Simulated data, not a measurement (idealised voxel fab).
process module | voxel self aligned contacts
250 nm wide, 5 nm square cells: that's cross-section cut.
A cross-section is a grid of square cells, given in bands from the top down. A band is one or more rows of cells. Top height, bottom height, nm. Materials left to right, width each, nm. Single material + "full width" = fills band edge to edge. "empty" = empty. A quick word on heights: they are counted from 0, and under that level the wafer as it came to us is one material throughout. The lowest band is different from the rest in having no bottom; it simply continues downward, written as in "0 nm and below". Per-row width for "30 to 40": begins at first number (top row of band), ends at second number (bottom row), increment between rows held constant. Basically "nothing altered" means that step didn't change any cell in the cross-section. The list in "Closed-off voids" covers empty spaces of 8 cells or more that cannot reach the top through any open way, and it gives each as width x height at distance; the distance is from the left edge, and width, height and distance are in nm. Text after the settings on a step's line: the simulator's own remark on that step. The line of a step may include "overlay nm". On a step with a mask, this value is how far to the right of its planned place the mask lay. A negative value means the mask lay to the left.

### Planned step list for the process
1 RECEIVE,material Si
2 OXIDIZE,depth nm 5
3 DIRECTIONAL_DEP,material polySi,thk nm 30
4 DIRECTIONAL_DEP,material SiN,thk nm 15
5 DIRECTIONAL_DEP,material aC,thk nm 10
6 PATTERN,tone cover,mask id GATE,material resist,width nm 30,pitch nm 55,thk nm 25,overlay nm 0
7 DIRECTIONAL_ETCH,etch materials aC,depth nm 10
8 STRIP,etch materials resist
9 DIRECTIONAL_ETCH,etch materials SiN,depth nm 15
10 DIRECTIONAL_ETCH,etch materials polySi,depth nm 30
11 STRIP,etch materials aC
12 CONFORMAL_DEP,material SiN,thk nm 5
13 DIRECTIONAL_ETCH,etch materials SiN,depth nm 5
14 FILL_DEP,material SiO2,thk nm 15
15 CMP,height nm 55
16 DIRECTIONAL_DEP,material aC,thk nm 10
17 PATTERN,tone open,mask id CONTACT,material resist,width nm 35,pitch nm 55,thk nm 25,overlay nm 0
18 DIRECTIONAL_ETCH,etch materials aC,depth nm 10
19 STRIP,etch materials resist
20 DIRECTIONAL_ETCH,etch materials SiO2,depth nm 60
21 STRIP,etch materials aC
22 CONFORMAL_DEP,material TiN,thk nm 5
23 FILL_DEP,material W,thk nm 10
24 CMP,height nm 55
25 CONFORMAL_DEP,material SiCN,thk nm 5

### Wafer as received: cross-section following step 1
	0 nm and below: Si full width
	Closed-off voids: none

### Wafer at module end, in section. Began as above, planned as above, run with one mistake
	60 nm to 55 nm: SiCN full width
	55 nm to 45 nm: 80 SiO2, then 5 to 10 TiN, then 25 to 15 W, then 5 to 10 TiN, then 20 SiO2, then 5 to 10 TiN, then 25 to 15 W, then 5 to 10 TiN, then 80 SiO2
	45 nm to 30 nm: 55 SiO2, then 30 SiN, then 5 TiN, then 15 W, then 5 TiN, then 30 SiN, then 5 TiN, then 15 W, then 5 TiN, then 30 SiN, then 55 SiO2
	30 nm to 0 nm: 55 SiO2, then 5 SiN, then 20 polySi, then 5 SiN, then 5 TiN, then 15 W, then 5 TiN, then 5 SiN, then 20 polySi, then 5 SiN, then 5 TiN, then 15 W, then 5 TiN, then 5 SiN, then 20 polySi, then 5 SiN, then 55 SiO2
	0 nm to -5 nm: 85 SiO2, then 25 TiN, then 30 SiO2, then 25 TiN, then 85 SiO2
	-5 nm and below: Si full width
	Closed-off voids: none
What broke from the plan during processing? heads up, step 6 didn't go per plan, it actually ran as PATTERN,tone cover,mask id GATE,material resist,width nm 20,pitch nm 55,thk nm 25,overlay nm 0
